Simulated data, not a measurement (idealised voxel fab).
Module name: voxel gate over fins (process module)
FYI the section here is cut, 225 nm wide, cells are 5 nm squares.
If you're reading a cross-section in this doc, picture square cells in a grid; it comes to you as bands, top ones listed first down to the bottom, and a band can be one or more rows of cells.
Top, bottom (nm), then materials left to right with widths (nm); lone material tagged "throughout" fills the whole band edge to edge; "blank" = empty space.
Heights from 0 (as-received wafer is one material below). Bottom band endless downward, as "top 0, no bottom".
Width spec "30->40" -> top row of cells at first value, bottom row at second value, equal per-row change in between.
Where the words "nothing different" appear for a step, the cross-section shows no cell changed by that step; every cell remained as before.
Reported under the label "Sealed internal voids" are the empty spaces having no open way to the top and comprising 8 cells or more; the notation for each is width x height at distance, in which the distance is measured from the left edge and all three values are in nm.
Formally, on a step line, whatever follows the settings is a remark that the simulator itself makes on the step.
For masked steps, "overlay nm" on the step line gives how far right of plan the mask actually lay; a minus sign means it lay to the left.
Reading key. Pairs: pre-step and post-step cross-section, one process step apart; post-step view only to lowest changed band. Step between + settings: beneath pair. Runs: pairs may be from different runs of this module, same starting wafer. Continuation from pair above: only where "Before this step" entry says.
## Before this step
* top 0, no bottom = Si throughout
* Sealed internal voids: none
## after
* top 5, bottom 0 = SiN throughout
* Heights below 0 show no change.
* Sealed internal voids: none
Between the cross-sections above, the step performed was CONFORMAL_DEP: material SiN, thk nm 5
Before this step: as shown after the step in the preceding pair, directly above.
## after
* top 20, bottom 5 = blank 35, then resist 15, then blank 30, then resist 15, then blank 30, then resist 15, then blank 30, then resist 15, then blank 40
* Heights below 5 show no change.
* Sealed internal voids: none
Between the cross-sections above, the step performed was PATTERN: tone cover, mask id FINS, material resist, width nm 15, pitch nm 45, thk nm 15, overlay nm 0
Before this step: as shown after the step in the preceding pair, directly above.
## after
* top 20, bottom 5 = blank 35, then resist 15, then blank 30, then resist 15, then blank 30, then resist 15, then blank 30, then resist 15, then blank 40
* top 5, bottom 0 = blank 35, then SiN 15, then blank 30, then SiN 15, then blank 30, then SiN 15, then blank 30, then SiN 15, then blank 40
* Heights below 0 show no change.
* Sealed internal voids: none
Between the cross-sections above, the step performed was DIRECTIONAL_ETCH: etch materials SiN, depth nm 5
Before this step: as shown after the step in the preceding pair, directly above.
## after
* top 20, bottom 5 = blank 35, then resist 15, then blank 30, then resist 15, then blank 30, then resist 15, then blank 30, then resist 15, then blank 40
* top 5, bottom 0 = blank 35, then SiN 15, then blank 30, then SiN 15, then blank 30, then SiN 15, then blank 30, then SiN 15, then blank 40
* top 0, bottom -30 = blank 35, then Si 15, then blank 30, then Si 15, then blank 30, then Si 15, then blank 30, then Si 15, then blank 40
* Heights below -30 show no change.
* Sealed internal voids: none
Between the cross-sections above, the step performed was DIRECTIONAL_ETCH: etch materials Si, depth nm 30
Before this step: as shown after the step in the preceding pair, directly above.
## after
* top 5, bottom 0 = blank 35, then SiN 15, then blank 30, then SiN 15, then blank 30, then SiN 15, then blank 30, then SiN 15, then blank 40
* Heights below 0 show no change.
* Sealed internal voids: none
Between the cross-sections above, the step performed was STRIP: etch materials resist
Before this step: as shown after the step in the preceding pair, directly above.
## after
* top 5, bottom 0 = blank 35, then SiN 15, then blank 30, then SiN 15, then blank 30, then SiN 15, then blank 30, then SiN 15, then blank 40
* top 0, bottom -30 = blank 35, then SiO2 5, then Si 5, then SiO2 5, then blank 30, then SiO2 5, then Si 5, then SiO2 5, then blank 30, then SiO2 5, then Si 5, then SiO2 5, then blank 30, then SiO2 5, then Si 5, then SiO2 5, then blank 40
* top -30, bottom -35 = SiO2 40, then Si 5, then SiO2 40, then Si 5, then SiO2 40, then Si 5, then SiO2 40, then Si 5, then SiO2 45
* Heights below -35 show no change.
* Sealed internal voids: none
Between the cross-sections above, the step performed was OXIDIZE: depth nm 5
Before this step: as shown after the step in the preceding pair, directly above.
## after
* top 15, bottom 5 = SiO2 throughout
* top 5, bottom 0 = SiO2 35, then SiN 15, then SiO2 30, then SiN 15, then SiO2 30, then SiN 15, then SiO2 30, then SiN 15, then SiO2 40
* top 0, bottom -35 = SiO2 40, then Si 5, then SiO2 40, then Si 5, then SiO2 40, then Si 5, then SiO2 40, then Si 5, then SiO2 45
* Heights below -35 show no change.
* Sealed internal voids: none
Between the cross-sections above, the step performed was FILL_DEP: material SiO2, thk nm 10
Before this step: as shown after the step in the preceding pair, directly above.
## after
* top 5, bottom 0 = SiO2 35, then SiN 15, then SiO2 30, then SiN 15, then SiO2 30, then SiN 15, then SiO2 30, then SiN 15, then SiO2 40
* Heights below 0 show no change.
* Sealed internal voids: none
Between the cross-sections above, the step performed was CMP: height nm 5
Before this step: as shown after the step in the preceding pair, directly above.
## after
* top 5, bottom 0 = blank 35, then SiN 15, then blank 30, then SiN 15, then blank 30, then SiN 15, then blank 30, then SiN 15, then blank 40
* top 0, bottom -15 = blank 40, then Si 5, then blank 40, then Si 5, then blank 40, then Si 5, then blank 40, then Si 5, then blank 45
* Heights below -15 show no change.
* Sealed internal voids: none
Between the cross-sections above, the step performed was SELECTIVE_ETCH: etch materials SiO2, depth nm 20
Before this step: as shown after the step in the preceding pair, directly above.
## after
* top 0, bottom -15 = blank 40, then Si 5, then blank 40, then Si 5, then blank 40, then Si 5, then blank 40, then Si 5, then blank 45
* Heights below -15 show no change.
* Sealed internal voids: none
Between the cross-sections above, the step performed was STRIP: etch materials SiN
Before this step: as shown after the step in the preceding pair, directly above.
## after
* top 5, bottom 0 = blank 35, then HfO2 15, then blank 30, then HfO2 15, then blank 30, then HfO2 15, then blank 30, then HfO2 15, then blank 40
* top 0, bottom -10 = blank 35, then HfO2 5, then Si 5, then HfO2 5, then blank 30, then HfO2 5, then Si 5, then HfO2 5, then blank 30, then HfO2 5, then Si 5, then HfO2 5, then blank 30, then HfO2 5, then Si 5, then HfO2 5, then blank 40
* top -10, bottom -15 = HfO2 40, then Si 5, then HfO2 40, then Si 5, then HfO2 40, then Si 5, then HfO2 40, then Si 5, then HfO2 45
* Heights below -15 show no change.
* Sealed internal voids: none
Between the cross-sections above, the step performed was CONFORMAL_DEP: material HfO2, thk nm 5
Before this step: as shown after the step in the preceding pair, directly above.
## after
* top 10, bottom 5 = blank 30, then TiN 25, then blank 20, then TiN 25, then blank 20, then TiN 25, then blank 20, then TiN 25, then blank 35
* top 5, bottom 0 = blank 30, then TiN 5, then HfO2 15, then TiN 5, then blank 20, then TiN 5, then HfO2 15, then TiN 5, then blank 20, then TiN 5, then HfO2 15, then TiN 5, then blank 20, then TiN 5, then HfO2 15, then TiN 5, then blank 35
* top 0, bottom -5 = blank 30, then TiN 5, then HfO2 5, then Si 5, then HfO2 5, then TiN 5, then blank 20, then TiN 5, then HfO2 5, then Si 5, then HfO2 5, then TiN 5, then blank 20, then TiN 5, then HfO2 5, then Si 5, then HfO2 5, then TiN 5, then blank 20, then TiN 5, then HfO2 5, then Si 5, then HfO2 5, then TiN 5, then blank 35
* top -5, bottom -10 = TiN 35, then HfO2 5, then Si 5, then HfO2 5, then TiN 30, then HfO2 5, then Si 5, then HfO2 5, then TiN 30, then HfO2 5, then Si 5, then HfO2 5, then TiN 30, then HfO2 5, then Si 5, then HfO2 5, then TiN 40
* Heights below -10 show no change.
* Sealed internal voids: none
Between the cross-sections above, the step performed was CONFORMAL_DEP: material TiN, thk nm 5
Before this step: as shown after the step in the preceding pair, directly above.
## after
* top 15, bottom 10 = blank 25, then TiAl 35, then blank 10, then TiAl 35, then blank 10, then TiAl 35, then blank 10, then TiAl 35, then blank 30
* top 10, bottom 5 = blank 25, then TiAl 5, then TiN 25, then TiAl 5, then blank 10, then TiAl 5, then TiN 25, then TiAl 5, then blank 10, then TiAl 5, then TiN 25, then TiAl 5, then blank 10, then TiAl 5, then TiN 25, then TiAl 5, then blank 30
* top 5, bottom 0 = blank 25, then TiAl 5, then TiN 5, then HfO2 15, then TiN 5, then TiAl 5, then blank 10, then TiAl 5, then TiN 5, then HfO2 15, then TiN 5, then TiAl 5, then blank 10, then TiAl 5, then TiN 5, then HfO2 15, then TiN 5, then TiAl 5, then blank 10, then TiAl 5, then TiN 5, then HfO2 15, then TiN 5, then TiAl 5, then blank 30
* top 0, bottom -5 = TiAl 30, then TiN 5, then HfO2 5, then Si 5, then HfO2 5, then TiN 5, then TiAl 20, then TiN 5, then HfO2 5, then Si 5, then HfO2 5, then TiN 5, then TiAl 20, then TiN 5, then HfO2 5, then Si 5, then HfO2 5, then TiN 5, then TiAl 20, then TiN 5, then HfO2 5, then Si 5, then HfO2 5, then TiN 5, then TiAl 35
* Heights below -5 show no change.
* Sealed internal voids: none
Between the cross-sections above, the step performed was CONFORMAL_DEP: material TiAl, thk nm 5
Before this step: as shown after the step in the preceding pair, directly above.
## after
* top 20, bottom 15 = blank 20, then TiN 180, then blank 25
* top 15, bottom 10 = blank 20, then TiN 5, then TiAl 35, then TiN 10, then TiAl 35, then TiN 10, then TiAl 35, then TiN 10, then TiAl 35, then TiN 5, then blank 25
* top 10, bottom 5 = blank 20, then TiN 5, then TiAl 5, then TiN 25, then TiAl 5, then TiN 10, then TiAl 5, then TiN 25, then TiAl 5, then TiN 10, then TiAl 5, then TiN 25, then TiAl 5, then TiN 10, then TiAl 5, then TiN 25, then TiAl 5, then TiN 5, then blank 25
* top 5, bottom 0 = TiN 25, then TiAl 5, then TiN 5, then HfO2 15, then TiN 5, then TiAl 5, then TiN 10, then TiAl 5, then TiN 5, then HfO2 15, then TiN 5, then TiAl 5, then TiN 10, then TiAl 5, then TiN 5, then HfO2 15, then TiN 5, then TiAl 5, then TiN 10, then TiAl 5, then TiN 5, then HfO2 15, then TiN 5, then TiAl 5, then TiN 30
* Heights below 0 show no change.
* Sealed internal voids: none
Between the cross-sections above, the step performed was CONFORMAL_DEP: material TiN, thk nm 5
Before this step: as shown after the step in the preceding pair, directly above.
## after
* top 35, bottom 20 = W throughout
* top 20, bottom 15 = W 20, then TiN 180, then W 25
* top 15, bottom 10 = W 20, then TiN 5, then TiAl 35, then TiN 10, then TiAl 35, then TiN 10, then TiAl 35, then TiN 10, then TiAl 35, then TiN 5, then W 25
* top 10, bottom 5 = W 20, then TiN 5, then TiAl 5, then TiN 25, then TiAl 5, then TiN 10, then TiAl 5, then TiN 25, then TiAl 5, then TiN 10, then TiAl 5, then TiN 25, then TiAl 5, then TiN 10, then TiAl 5, then TiN 25, then TiAl 5, then TiN 5, then W 25
* Heights below 5 show no change.
* Sealed internal voids: none
Between the cross-sections above, the step performed was FILL_DEP: material W, thk nm 15
Before this step: as shown after the step in the preceding pair, directly above.
## after
* top 30, bottom 20 = W throughout
* Heights below 20 show no change.
* Sealed internal voids: none
Between the cross-sections above, the step performed was CMP: height nm 30
Before this step: as shown after the step in the preceding pair, directly above.
## after
* top 35, bottom 30 = SiCN throughout
* Heights below 30 show no change.
* Sealed internal voids: none
Between the cross-sections above, the step performed was CONFORMAL_DEP: material SiCN, thk nm 5
## Before this step
* top 5, bottom 0 = blank 35, then HfO2 15, then blank 30, then HfO2 15, then blank 30, then HfO2 15, then blank 30, then HfO2 15, then blank 40
* top 0, bottom -10 = blank 35, then HfO2 5, then Si 5, then HfO2 5, then blank 30, then HfO2 5, then Si 5, then HfO2 5, then blank 30, then HfO2 5, then Si 5, then HfO2 5, then blank 30, then HfO2 5, then Si 5, then HfO2 5, then blank 40
* top -10, bottom -15 = HfO2 40, then Si 5, then HfO2 40, then Si 5, then HfO2 40, then Si 5, then HfO2 40, then Si 5, then HfO2 45
* top -15, bottom -35 = SiO2 40, then Si 5, then SiO2 40, then Si 5, then SiO2 40, then Si 5, then SiO2 40, then Si 5, then SiO2 45
* top -35, no bottom = Si throughout
* Sealed internal voids: none
## after
* top 10, bottom 5 = blank 30, then TiAl 25, then blank 20, then TiAl 25, then blank 20, then TiAl 25, then blank 20, then TiAl 25, then blank 35
* top 5, bottom 0 = blank 30, then TiAl 5, then HfO2 15, then TiAl 5, then blank 20, then TiAl 5, then HfO2 15, then TiAl 5, then blank 20, then TiAl 5, then HfO2 15, then TiAl 5, then blank 20, then TiAl 5, then HfO2 15, then TiAl 5, then blank 35
* top 0, bottom -5 = blank 30, then TiAl 5, then HfO2 5, then Si 5, then HfO2 5, then TiAl 5, then blank 20, then TiAl 5, then HfO2 5, then Si 5, then HfO2 5, then TiAl 5, then blank 20, then TiAl 5, then HfO2 5, then Si 5, then HfO2 5, then TiAl 5, then blank 20, then TiAl 5, then HfO2 5, then Si 5, then HfO2 5, then TiAl 5, then blank 35
* top -5, bottom -10 = TiAl 35, then HfO2 5, then Si 5, then HfO2 5, then TiAl 30, then HfO2 5, then Si 5, then HfO2 5, then TiAl 30, then HfO2 5, then Si 5, then HfO2 5, then TiAl 30, then HfO2 5, then Si 5, then HfO2 5, then TiAl 40
* Heights below -10 show no change.
* Sealed internal voids: none
Between the cross-sections above, the step performed was CONFORMAL_DEP: material TiAl, thk nm 5
Before this step: as shown after the step in the preceding pair, directly above.
## after
* top 15, bottom 10 = blank 25, then TiN 35, then blank 10, then TiN 35, then blank 10, then TiN 35, then blank 10, then TiN 35, then blank 30
* top 10, bottom 5 = blank 25, then TiN 5, then TiAl 25, then TiN 5, then blank 10, then TiN 5, then TiAl 25, then TiN 5, then blank 10, then TiN 5, then TiAl 25, then TiN 5, then blank 10, then TiN 5, then TiAl 25, then TiN 5, then blank 30
* top 5, bottom 0 = blank 25, then TiN 5, then TiAl 5, then HfO2 15, then TiAl 5, then TiN 5, then blank 10, then TiN 5, then TiAl 5, then HfO2 15, then TiAl 5, then TiN 5, then blank 10, then TiN 5, then TiAl 5, then HfO2 15, then TiAl 5, then TiN 5, then blank 10, then TiN 5, then TiAl 5, then HfO2 15, then TiAl 5, then TiN 5, then blank 30
* top 0, bottom -5 = TiN 30, then TiAl 5, then HfO2 5, then Si 5, then HfO2 5, then TiAl 5, then TiN 20, then TiAl 5, then HfO2 5, then Si 5, then HfO2 5, then TiAl 5, then TiN 20, then TiAl 5, then HfO2 5, then Si 5, then HfO2 5, then TiAl 5, then TiN 20, then TiAl 5, then HfO2 5, then Si 5, then HfO2 5, then TiAl 5, then TiN 35
* Heights below -5 show no change.
* Sealed internal voids: none
Between the cross-sections above, the step performed was CONFORMAL_DEP: material TiN, thk nm 5
Before this step: as shown after the step in the preceding pair, directly above.
## after
* top 30, bottom 15 = W throughout
* top 15, bottom 10 = W 25, then TiN 35, then W 10, then TiN 35, then W 10, then TiN 35, then W 10, then TiN 35, then W 30
* top 10, bottom 5 = W 25, then TiN 5, then TiAl 25, then TiN 5, then W 10, then TiN 5, then TiAl 25, then TiN 5, then W 10, then TiN 5, then TiAl 25, then TiN 5, then W 10, then TiN 5, then TiAl 25, then TiN 5, then W 30
* top 5, bottom 0 = W 25, then TiN 5, then TiAl 5, then HfO2 15, then TiAl 5, then TiN 5, then W 10, then TiN 5, then TiAl 5, then HfO2 15, then TiAl 5, then TiN 5, then W 10, then TiN 5, then TiAl 5, then HfO2 15, then TiAl 5, then TiN 5, then W 10, then TiN 5, then TiAl 5, then HfO2 15, then TiAl 5, then TiN 5, then W 30
* Heights below 0 show no change.
* Sealed internal voids: none
Between the cross-sections above, the step performed was FILL_DEP: material W, thk nm 15
Before this step: as shown after the step in the preceding pair, directly above.
## after
* top 35, bottom 30 = SiCN throughout
* Heights below 30 show no change.
* Sealed internal voids: none
Between the cross-sections above, the step performed was CONFORMAL_DEP: material SiCN, thk nm 5
## Before this step
* top 5, bottom 0 = blank 35, then SiN 15, then blank 30, then SiN 15, then blank 30, then SiN 15, then blank 30, then SiN 15, then blank 40
* top 0, bottom -15 = blank 40, then Si 5, then blank 40, then Si 5, then blank 40, then Si 5, then blank 40, then Si 5, then blank 45
* top -15, bottom -35 = SiO2 40, then Si 5, then SiO2 40, then Si 5, then SiO2 40, then Si 5, then SiO2 40, then Si 5, then SiO2 45
* top -35, no bottom = Si throughout
* Sealed internal voids: none
## after
* top 5, bottom 0 = blank 35, then SiN 15, then blank 30, then SiN 15, then blank 30, then SiN 15, then blank 30, then SiN 15, then blank 40
* top 0, bottom -35 = blank 40, then Si 5, then blank 40, then Si 5, then blank 40, then Si 5, then blank 40, then Si 5, then blank 45
* Heights below -35 show no change.
* Sealed internal voids: none
Between the cross-sections above, the step performed was SELECTIVE_ETCH: etch materials SiO2, depth nm 20
Before this step: as shown after the step in the preceding pair, directly above.
## after
* top 0, bottom -35 = blank 40, then Si 5, then blank 40, then Si 5, then blank 40, then Si 5, then blank 40, then Si 5, then blank 45
* Heights below -35 show no change.
* Sealed internal voids: none
Between the cross-sections above, the step performed was STRIP: etch materials SiN
Before this step: as shown after the step in the preceding pair, directly above.
## after
* top 5, bottom 0 = blank 35, then HfO2 15, then blank 30, then HfO2 15, then blank 30, then HfO2 15, then blank 30, then HfO2 15, then blank 40
* top 0, bottom -30 = blank 35, then HfO2 5, then Si 5, then HfO2 5, then blank 30, then HfO2 5, then Si 5, then HfO2 5, then blank 30, then HfO2 5, then Si 5, then HfO2 5, then blank 30, then HfO2 5, then Si 5, then HfO2 5, then blank 40
* top -30, bottom -35 = HfO2 40, then Si 5, then HfO2 40, then Si 5, then HfO2 40, then Si 5, then HfO2 40, then Si 5, then HfO2 45
* Heights below -35 show no change.
* Sealed internal voids: none
Between the cross-sections above, the step performed was CONFORMAL_DEP: material HfO2, thk nm 5
Before this step: as shown after the step in the preceding pair, directly above.
## after
* top 10, bottom 5 = blank 30, then TiN 25, then blank 20, then TiN 25, then blank 20, then TiN 25, then blank 20, then TiN 25, then blank 35
* top 5, bottom 0 = blank 30, then TiN 5, then HfO2 15, then TiN 5, then blank 20, then TiN 5, then HfO2 15, then TiN 5, then blank 20, then TiN 5, then HfO2 15, then TiN 5, then blank 20, then TiN 5, then HfO2 15, then TiN 5, then blank 35
* top 0, bottom -25 = blank 30, then TiN 5, then HfO2 5, then Si 5, then HfO2 5, then TiN 5, then blank 20, then TiN 5, then HfO2 5, then Si 5, then HfO2 5, then TiN 5, then blank 20, then TiN 5, then HfO2 5, then Si 5, then HfO2 5, then TiN 5, then blank 20, then TiN 5, then HfO2 5, then Si 5, then HfO2 5, then TiN 5, then blank 35
* top -25, bottom -30 = TiN 35, then HfO2 5, then Si 5, then HfO2 5, then TiN 30, then HfO2 5, then Si 5, then HfO2 5, then TiN 30, then HfO2 5, then Si 5, then HfO2 5, then TiN 30, then HfO2 5, then Si 5, then HfO2 5, then TiN 40
* Heights below -30 show no change.
* Sealed internal voids: none
Between the cross-sections above, the step performed was CONFORMAL_DEP: material TiN, thk nm 5
Before this step: as shown after the step in the preceding pair, directly above.
## after
* top 15, bottom 10 = blank 25, then TiAl 35, then blank 10, then TiAl 35, then blank 10, then TiAl 35, then blank 10, then TiAl 35, then blank 30
* top 10, bottom 5 = blank 25, then TiAl 5, then TiN 25, then TiAl 5, then blank 10, then TiAl 5, then TiN 25, then TiAl 5, then blank 10, then TiAl 5, then TiN 25, then TiAl 5, then blank 10, then TiAl 5, then TiN 25, then TiAl 5, then blank 30
* top 5, bottom 0 = blank 25, then TiAl 5, then TiN 5, then HfO2 15, then TiN 5, then TiAl 5, then blank 10, then TiAl 5, then TiN 5, then HfO2 15, then TiN 5, then TiAl 5, then blank 10, then TiAl 5, then TiN 5, then HfO2 15, then TiN 5, then TiAl 5, then blank 10, then TiAl 5, then TiN 5, then HfO2 15, then TiN 5, then TiAl 5, then blank 30
* top 0, bottom -20 = blank 25, then TiAl 5, then TiN 5, then HfO2 5, then Si 5, then HfO2 5, then TiN 5, then TiAl 5, then blank 10, then TiAl 5, then TiN 5, then HfO2 5, then Si 5, then HfO2 5, then TiN 5, then TiAl 5, then blank 10, then TiAl 5, then TiN 5, then HfO2 5, then Si 5, then HfO2 5, then TiN 5, then TiAl 5, then blank 10, then TiAl 5, then TiN 5, then HfO2 5, then Si 5, then HfO2 5, then TiN 5, then TiAl 5, then blank 30
* top -20, bottom -25 = TiAl 30, then TiN 5, then HfO2 5, then Si 5, then HfO2 5, then TiN 5, then TiAl 20, then TiN 5, then HfO2 5, then Si 5, then HfO2 5, then TiN 5, then TiAl 20, then TiN 5, then HfO2 5, then Si 5, then HfO2 5, then TiN 5, then TiAl 20, then TiN 5, then HfO2 5, then Si 5, then HfO2 5, then TiN 5, then TiAl 35
* Heights below -25 show no change.
* Sealed internal voids: none
Between the cross-sections above, the step performed was CONFORMAL_DEP: material TiAl, thk nm 5
Before this step: as shown after the step in the preceding pair, directly above.
## after
* top 20, bottom 15 = blank 20, then TiN 180, then blank 25
* top 15, bottom 10 = blank 20, then TiN 5, then TiAl 35, then TiN 10, then TiAl 35, then TiN 10, then TiAl 35, then TiN 10, then TiAl 35, then TiN 5, then blank 25
* top 10, bottom 5 = blank 20, then TiN 5, then TiAl 5, then TiN 25, then TiAl 5, then TiN 10, then TiAl 5, then TiN 25, then TiAl 5, then TiN 10, then TiAl 5, then TiN 25, then TiAl 5, then TiN 10, then TiAl 5, then TiN 25, then TiAl 5, then TiN 5, then blank 25
* top 5, bottom 0 = blank 20, then TiN 5, then TiAl 5, then TiN 5, then HfO2 15, then TiN 5, then TiAl 5, then TiN 10, then TiAl 5, then TiN 5, then HfO2 15, then TiN 5, then TiAl 5, then TiN 10, then TiAl 5, then TiN 5, then HfO2 15, then TiN 5, then TiAl 5, then TiN 10, then TiAl 5, then TiN 5, then HfO2 15, then TiN 5, then TiAl 5, then TiN 5, then blank 25
* top 0, bottom -15 = blank 20, then TiN 5, then TiAl 5, then TiN 5, then HfO2 5, then Si 5, then HfO2 5, then TiN 5, then TiAl 5, then TiN 10, then TiAl 5, then TiN 5, then HfO2 5, then Si 5, then HfO2 5, then TiN 5, then TiAl 5, then TiN 10, then TiAl 5, then TiN 5, then HfO2 5, then Si 5, then HfO2 5, then TiN 5, then TiAl 5, then TiN 10, then TiAl 5, then TiN 5, then HfO2 5, then Si 5, then HfO2 5, then TiN 5, then TiAl 5, then TiN 5, then blank 25
* top -15, bottom -20 = TiN 25, then TiAl 5, then TiN 5, then HfO2 5, then Si 5, then HfO2 5, then TiN 5, then TiAl 5, then TiN 10, then TiAl 5, then TiN 5, then HfO2 5, then Si 5, then HfO2 5, then TiN 5, then TiAl 5, then TiN 10, then TiAl 5, then TiN 5, then HfO2 5, then Si 5, then HfO2 5, then TiN 5, then TiAl 5, then TiN 10, then TiAl 5, then TiN 5, then HfO2 5, then Si 5, then HfO2 5, then TiN 5, then TiAl 5, then TiN 30
* Heights below -20 show no change.
* Sealed internal voids: none
Between the cross-sections above, the step performed was CONFORMAL_DEP: material TiN, thk nm 5
Before this step: as shown after the step in the preceding pair, directly above.
## after
* top 35, bottom 20 = W throughout
* top 20, bottom 15 = W 20, then TiN 180, then W 25
* top 15, bottom 10 = W 20, then TiN 5, then TiAl 35, then TiN 10, then TiAl 35, then TiN 10, then TiAl 35, then TiN 10, then TiAl 35, then TiN 5, then W 25
* top 10, bottom 5 = W 20, then TiN 5, then TiAl 5, then TiN 25, then TiAl 5, then TiN 10, then TiAl 5, then TiN 25, then TiAl 5, then TiN 10, then TiAl 5, then TiN 25, then TiAl 5, then TiN 10, then TiAl 5, then TiN 25, then TiAl 5, then TiN 5, then W 25
* top 5, bottom 0 = W 20, then TiN 5, then TiAl 5, then TiN 5, then HfO2 15, then TiN 5, then TiAl 5, then TiN 10, then TiAl 5, then TiN 5, then HfO2 15, then TiN 5, then TiAl 5, then TiN 10, then TiAl 5, then TiN 5, then HfO2 15, then TiN 5, then TiAl 5, then TiN 10, then TiAl 5, then TiN 5, then HfO2 15, then TiN 5, then TiAl 5, then TiN 5, then W 25
* top 0, bottom -15 = W 20, then TiN 5, then TiAl 5, then TiN 5, then HfO2 5, then Si 5, then HfO2 5, then TiN 5, then TiAl 5, then TiN 10, then TiAl 5, then TiN 5, then HfO2 5, then Si 5, then HfO2 5, then TiN 5, then TiAl 5, then TiN 10, then TiAl 5, then TiN 5, then HfO2 5, then Si 5, then HfO2 5, then TiN 5, then TiAl 5, then TiN 10, then TiAl 5, then TiN 5, then HfO2 5, then Si 5, then HfO2 5, then TiN 5, then TiAl 5, then TiN 5, then W 25
* Heights below -15 show no change.
* Sealed internal voids: none
Between the cross-sections above, the step performed was FILL_DEP: material W, thk nm 15
Before this step: as shown after the step in the preceding pair, directly above.
## after
* top 30, bottom 20 = W throughout
* Heights below 20 show no change.
* Sealed internal voids: none
Between the cross-sections above, the step performed was CMP: height nm 30
Before this step: as shown after the step in the preceding pair, directly above.
## after
* top 35, bottom 30 = SiCN throughout
* Heights below 30 show no change.
* Sealed internal voids: none
Between the cross-sections above, the step performed was CONFORMAL_DEP: material SiCN, thk nm 5
## Before this step
* top 15, bottom 10 = blank 25, then TiN 35, then blank 10, then TiN 35, then blank 10, then TiN 35, then blank 10, then TiN 35, then blank 30
* top 10, bottom 5 = blank 25, then TiN 5, then TiAl 25, then TiN 5, then blank 10, then TiN 5, then TiAl 25, then TiN 5, then blank 10, then TiN 5, then TiAl 25, then TiN 5, then blank 10, then TiN 5, then TiAl 25, then TiN 5, then blank 30
* top 5, bottom 0 = blank 25, then TiN 5, then TiAl 5, then HfO2 15, then TiAl 5, then TiN 5, then blank 10, then TiN 5, then TiAl 5, then HfO2 15, then TiAl 5, then TiN 5, then blank 10, then TiN 5, then TiAl 5, then HfO2 15, then TiAl 5, then TiN 5, then blank 10, then TiN 5, then TiAl 5, then HfO2 15, then TiAl 5, then TiN 5, then blank 30
* top 0, bottom -5 = TiN 30, then TiAl 5, then HfO2 5, then Si 5, then HfO2 5, then TiAl 5, then TiN 20, then TiAl 5, then HfO2 5, then Si 5, then HfO2 5, then TiAl 5, then TiN 20, then TiAl 5, then HfO2 5, then Si 5, then HfO2 5, then TiAl 5, then TiN 20, then TiAl 5, then HfO2 5, then Si 5, then HfO2 5, then TiAl 5, then TiN 35
* top -5, bottom -10 = TiAl 35, then HfO2 5, then Si 5, then HfO2 5, then TiAl 30, then HfO2 5, then Si 5, then HfO2 5, then TiAl 30, then HfO2 5, then Si 5, then HfO2 5, then TiAl 30, then HfO2 5, then Si 5, then HfO2 5, then TiAl 40
* top -10, bottom -15 = HfO2 40, then Si 5, then HfO2 40, then Si 5, then HfO2 40, then Si 5, then HfO2 40, then Si 5, then HfO2 45
* top -15, bottom -35 = SiO2 40, then Si 5, then SiO2 40, then Si 5, then SiO2 40, then Si 5, then SiO2 40, then Si 5, then SiO2 45
* top -35, no bottom = Si throughout
* Sealed internal voids: none
## after
* top 20, bottom 10 = blank 20, then TiN 180, then blank 25
* top 10, bottom 5 = blank 20, then TiN 10, then TiAl 25, then TiN 20, then TiAl 25, then TiN 20, then TiAl 25, then TiN 20, then TiAl 25, then TiN 10, then blank 25
* top 5, bottom 0 = TiN 30, then TiAl 5, then HfO2 15, then TiAl 5, then TiN 20, then TiAl 5, then HfO2 15, then TiAl 5, then TiN 20, then TiAl 5, then HfO2 15, then TiAl 5, then TiN 20, then TiAl 5, then HfO2 15, then TiAl 5, then TiN 35
* Heights below 0 show no change.
* Sealed internal voids: none
Between the cross-sections above, the step performed was CONFORMAL_DEP: material TiN, thk nm 5
Before this step: as shown after the step in the preceding pair, directly above.
## after
* top 35, bottom 20 = W throughout
* top 20, bottom 10 = W 20, then TiN 180, then W 25
* top 10, bottom 5 = W 20, then TiN 10, then TiAl 25, then TiN 20, then TiAl 25, then TiN 20, then TiAl 25, then TiN 20, then TiAl 25, then TiN 10, then W 25
* Heights below 5 show no change.
* Sealed internal voids: none
Between the cross-sections above, the step performed was FILL_DEP: material W, thk nm 15
Before this step: as shown after the step in the preceding pair, directly above.
## after
* top 30, bottom 20 = W throughout
* Heights below 20 show no change.
* Sealed internal voids: none
Between the cross-sections above, the step performed was CMP: height nm 30
Before this step: as shown after the step in the preceding pair, directly above.
## after
* top 35, bottom 30 = SiCN throughout
* Heights below 30 show no change.
* Sealed internal voids: none
Between the cross-sections above, the step performed was CONFORMAL_DEP: material SiCN, thk nm 5
## Before this step
* top 10, bottom 5 = blank 30, then TiN 25, then blank 20, then TiN 25, then blank 20, then TiN 25, then blank 20, then TiN 25, then blank 35
* top 5, bottom 0 = blank 30, then TiN 5, then HfO2 15, then TiN 5, then blank 20, then TiN 5, then HfO2 15, then TiN 5, then blank 20, then TiN 5, then HfO2 15, then TiN 5, then blank 20, then TiN 5, then HfO2 15, then TiN 5, then blank 35
* top 0, bottom -5 = blank 30, then TiN 5, then HfO2 5, then Si 5, then HfO2 5, then TiN 5, then blank 20, then TiN 5, then HfO2 5, then Si 5, then HfO2 5, then TiN 5, then blank 20, then TiN 5, then HfO2 5, then Si 5, then HfO2 5, then TiN 5, then blank 20, then TiN 5, then HfO2 5, then Si 5, then HfO2 5, then TiN 5, then blank 35
* top -5, bottom -10 = TiN 35, then HfO2 5, then Si 5, then HfO2 5, then TiN 30, then HfO2 5, then Si 5, then HfO2 5, then TiN 30, then HfO2 5, then Si 5, then HfO2 5, then TiN 30, then HfO2 5, then Si 5, then HfO2 5, then TiN 40
* top -10, bottom -15 = HfO2 40, then Si 5, then HfO2 40, then Si 5, then HfO2 40, then Si 5, then HfO2 40, then Si 5, then HfO2 45
* top -15, bottom -35 = SiO2 40, then Si 5, then SiO2 40, then Si 5, then SiO2 40, then Si 5, then SiO2 40, then Si 5, then SiO2 45
* top -35, no bottom = Si throughout
* Sealed internal voids: none
## after
* top 25, bottom 10 = blank 15, then TiAl 190, then blank 20
* top 10, bottom 5 = TiAl 30, then TiN 25, then TiAl 20, then TiN 25, then TiAl 20, then TiN 25, then TiAl 20, then TiN 25, then TiAl 35
* top 5, bottom 0 = TiAl 30, then TiN 5, then HfO2 15, then TiN 5, then TiAl 20, then TiN 5, then HfO2 15, then TiN 5, then TiAl 20, then TiN 5, then HfO2 15, then TiN 5, then TiAl 20, then TiN 5, then HfO2 15, then TiN 5, then TiAl 35
* top 0, bottom -5 = TiAl 30, then TiN 5, then HfO2 5, then Si 5, then HfO2 5, then TiN 5, then TiAl 20, then TiN 5, then HfO2 5, then Si 5, then HfO2 5, then TiN 5, then TiAl 20, then TiN 5, then HfO2 5, then Si 5, then HfO2 5, then TiN 5, then TiAl 20, then TiN 5, then HfO2 5, then Si 5, then HfO2 5, then TiN 5, then TiAl 35
* Heights below -5 show no change.
* Sealed internal voids: none
Between the cross-sections above, the step performed was CONFORMAL_DEP: material TiAl, thk nm 15
